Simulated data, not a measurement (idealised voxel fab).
process module | voxel transistor to metal
cross-section cut | 155 nm wide | cells 5 nm
A cross-section is a grid of square cells, given in bands from the top down. A band is one or more rows of cells.
Each band's line starts with the height of the band's top and of its bottom, in nm. Then come its materials from left to right, each with its width in nm. One material with "throughout" fills the band from edge to edge. "air" is empty space.
Height 0 is the level under which the wafer as received is all one material. The lowest band goes on downwards, as in "0 down".
A width such as "30 to 40" changes by the same amount from each row of cells to the next, from the band's top row to its bottom row.
"no change" after a step means that no cell of the cross-section changed.
closed voids: empty space of 8 cells or more with no open way to the top, each as width x height at its distance from the left edge, in nm
after a step's settings: what the simulator itself notes on the step
overlay nm, on a step with a mask: how far to the right of its planned place the mask lay; to the left if negative
plan
1 op RECEIVE | material Si
2 op OXIDIZE | depth nm 5
3 op CONFORMAL_DEP | material SiN | thk nm 10
4 op PATTERN | tone cover | mask id ACTIVE | material resist | width nm 90 | thk nm 20 | overlay nm 0
5 op DIRECTIONAL_ETCH | etch materials SiN | depth nm 10
6 op DIRECTIONAL_ETCH | etch materials SiO2 | depth nm 5
7 op DIRECTIONAL_ETCH | etch materials Si | depth nm 20
8 op STRIP | etch materials resist
9 op OXIDIZE | depth nm 5
10 op FILL_DEP | material SiO2 | thk nm 5
11 op CMP | height nm 10
12 op SELECTIVE_ETCH | etch materials SiO2 | depth nm 10
13 op STRIP | etch materials SiN
14 op SELECTIVE_ETCH | etch materials SiO2 | depth nm 5
15 op OXIDIZE | depth nm 5
16 op DIRECTIONAL_DEP | material polySi | thk nm 20
17 op DIRECTIONAL_DEP | material SiCN | thk nm 10
18 op PATTERN | tone cover | mask id GATE | material resist | width nm 20 | thk nm 20 | overlay nm 0
19 op DIRECTIONAL_ETCH | etch materials SiCN | depth nm 20
20 op DIRECTIONAL_ETCH | etch materials polySi | depth nm 30
21 op STRIP | etch materials resist
22 op CONFORMAL_DEP | material SiN | thk nm 5
23 op DIRECTIONAL_ETCH | etch materials SiN | depth nm 5
24 op DIRECTIONAL_ETCH | etch materials SiO2 | depth nm 5
25 op DIRECTIONAL_ETCH | etch materials Si | depth nm 5
26 op EPI | material pSi | thk nm 5
27 op FILL_DEP | material SiO2 | thk nm 10
28 op CMP | height nm 25
29 op DIRECTIONAL_DEP | material SiO2 | thk nm 15
30 op PATTERN | tone open | mask id CONTACT | material resist | width nm 30 | pitch nm 60 | thk nm 15 | overlay nm 0
31 op DIRECTIONAL_ETCH | etch materials SiO2 | depth nm 50
32 op STRIP | etch materials resist
33 op CONFORMAL_DEP | material TiN | thk nm 5
34 op FILL_DEP | material Ru | thk nm 10
35 op CMP | height nm 40
36 op CONFORMAL_DEP | material SiCN | thk nm 5
37 op DIRECTIONAL_DEP | material SiO2 | thk nm 20
38 op DIRECTIONAL_DEP | material aC | thk nm 10
39 op PATTERN | tone open | mask id METAL_1 | material resist | width nm 20 | pitch nm 70 | thk nm 25 | overlay nm 0
40 op DIRECTIONAL_ETCH | etch materials aC | depth nm 10
41 op STRIP | etch materials resist
42 op DIRECTIONAL_ETCH | etch materials SiO2 | depth nm 20
43 op DIRECTIONAL_ETCH | etch materials SiCN | depth nm 5
44 op STRIP | etch materials aC
45 op CONFORMAL_DEP | material TiN | thk nm 5
46 op FILL_DEP | material Ru | thk nm 10
47 op CMP | height nm 65
48 op EPI | material Ru | thk nm 5
49 op FILL_DEP | material SiCN | thk nm 5
50 op DIRECTIONAL_DEP | material lowk | thk nm 30
51 op MASKED_ETCH | tone open | mask id METAL_2 | width nm 20 | pitch nm 70 | etch materials lowk | depth nm 15 | overlay nm 0
52 op MASKED_ETCH | tone open | mask id METAL_2_HOLES | width nm 15 | pitch nm 70 | etch materials lowk | depth nm 15 | overlay nm 0
53 op MASKED_ETCH | tone open | mask id METAL_2_HOLES | width nm 15 | pitch nm 70 | etch materials SiCN | depth nm 5 | overlay nm 0
54 op CONFORMAL_DEP | material TiN | thk nm 5
55 op FILL_DEP | material Ru | thk nm 10
56 op CMP | height nm 105
57 op CONFORMAL_DEP | material SiN | thk nm 5
varied across the wafers: width nm of step 4. The plan shows the first wafer's value. All wafers start alike
first wafer as received, after step 1
  0 down: Si throughout
  closed voids: none
first wafer at the end, after step 57
  110 to 105: SiN throughout
  105 to 95: lowk 30 | TiN 5 | Ru 10 | TiN 5 | lowk 50 | TiN 5 | Ru 10 | TiN 5 | lowk 35
  95 to 90: lowk 30 | TiN 5 | Ru 5 | TiN 10 | lowk 50 | TiN 5 | Ru 5 | TiN 10 | lowk 35
  90 to 75: lowk 30 | TiN 5 | Ru 5 | TiN 5 | lowk 55 | TiN 5 | Ru 5 | TiN 5 | lowk 40
  75 to 70: SiCN 30 | TiN 15 | SiCN 55 | TiN 15 | SiCN 40
  70 to 65: SiCN 25 | Ru 30 | SiCN 40 | Ru 30 | SiCN 30
  65 to 45: SiO2 30 | TiN 5 | Ru 10 | TiN 5 | SiO2 50 | TiN 5 | Ru 10 | TiN 5 | SiO2 35
  45 to 40: SiCN 30 | TiN 20 | SiCN 50 | TiN 20 | SiCN 35
  40 to 25: SiO2 30 | TiN 5 | Ru 20 | TiN 5 | SiO2 30 | TiN 5 | Ru 20 | TiN 5 | SiO2 35
  25 to 15: SiO2 30 | TiN 5 | Ru 20 | TiN 5 | SiN 5 | SiCN 20 | SiN 5 | TiN 5 | Ru 20 | TiN 5 | SiO2 35
  15 to 0: SiO2 30 | TiN 5 | Ru 20 | TiN 5 | SiN 5 | polySi 20 | SiN 5 | TiN 5 | Ru 20 | TiN 5 | SiO2 35
  0 to -5: SiO2 30 | TiN 5 | Ru 15 | TiN 10 | SiN 5 | polySi 20 | SiN 5 | TiN 10 | Ru 15 | TiN 5 | SiO2 35
  -5 to -10: SiO2 30 | TiN 25 | pSi 5 | SiO2 30 | pSi 5 | TiN 25 | SiO2 35
  -10 to -15: SiO2 35 | pSi 25 | Si 30 | pSi 25 | SiO2 40
  -15 to -30: SiO2 35 | Si 80 | SiO2 40
  -30 down: Si throughout
  closed voids: none
last wafer at the end
  110 to 105: SiN throughout
  105 to 95: lowk 30 | TiN 5 | Ru 10 | TiN 5 | lowk 50 | TiN 5 | Ru 10 | TiN 5 | lowk 35
  95 to 90: lowk 30 | TiN 5 | Ru 5 | TiN 10 | lowk 50 | TiN 5 | Ru 5 | TiN 10 | lowk 35
  90 to 75: lowk 30 | TiN 5 | Ru 5 | TiN 5 | lowk 55 | TiN 5 | Ru 5 | TiN 5 | lowk 40
  75 to 70: SiCN 30 | TiN 15 | SiCN 55 | TiN 15 | SiCN 40
  70 to 65: SiCN 25 | Ru 30 | SiCN 40 | Ru 30 | SiCN 30
  65 to 45: SiO2 30 | TiN 5 | Ru 10 | TiN 5 | SiO2 50 | TiN 5 | Ru 10 | TiN 5 | SiO2 35
  45 to 40: SiCN 30 | TiN 20 | SiCN 50 | TiN 20 | SiCN 35
  40 to 25: SiO2 30 | TiN 5 | Ru 20 | TiN 5 | SiO2 30 | TiN 5 | Ru 20 | TiN 5 | SiO2 35
  25 to 15: SiO2 30 | TiN 5 | Ru 20 | TiN 5 | SiN 5 | SiCN 20 | SiN 5 | TiN 5 | Ru 20 | TiN 5 | SiO2 35
  15 to 0: SiO2 30 | TiN 5 | Ru 20 | TiN 5 | SiN 5 | polySi 20 | SiN 5 | TiN 5 | Ru 20 | TiN 5 | SiO2 35
  0 to -5: SiO2 30 | TiN 5 | Ru 15 | TiN 10 | SiN 5 | polySi 20 | SiN 5 | TiN 10 | Ru 15 | TiN 5 | SiO2 35
  -5 to -10: SiO2 30 | TiN 25 | pSi 5 | SiO2 30 | pSi 5 | TiN 25 | SiO2 35
  -10 to -15: SiO2 25 | pSi 35 | Si 30 | pSi 40 | SiO2 25
  -15 to -30: SiO2 25 | Si 105 | SiO2 25
  -30 down: Si throughout
  closed voids: none
each wafer at the end: cells of each material gained (+) or lost (-) since it was received, then its closed voids
width nm 90 | +114 Ru | -132 Si | +75 SiCN | +43 SiN | +306 SiO2 | +104 TiN | +144 lowk | +12 pSi | +16 polySi | closed voids: none
width nm 95 | +114 Ru | -129 Si | +75 SiCN | +43 SiN | +302 SiO2 | +104 TiN | +144 lowk | +13 pSi | +16 polySi | closed voids: none
width nm 100 | +114 Ru | -126 Si | +75 SiCN | +43 SiN | +298 SiO2 | +104 TiN | +144 lowk | +14 pSi | +16 polySi | closed voids: none
width nm 105 | +114 Ru | -123 Si | +75 SiCN | +43 SiN | +294 SiO2 | +104 TiN | +144 lowk | +15 pSi | +16 polySi | closed voids: none
width nm 110 | +114 Ru | -120 Si | +75 SiCN | +43 SiN | +290 SiO2 | +104 TiN | +144 lowk | +16 pSi | +16 polySi | closed voids: none
width nm 115 | +114 Ru | -117 Si | +75 SiCN | +43 SiN | +286 SiO2 | +104 TiN | +144 lowk | +17 pSi | +16 polySi | closed voids: none
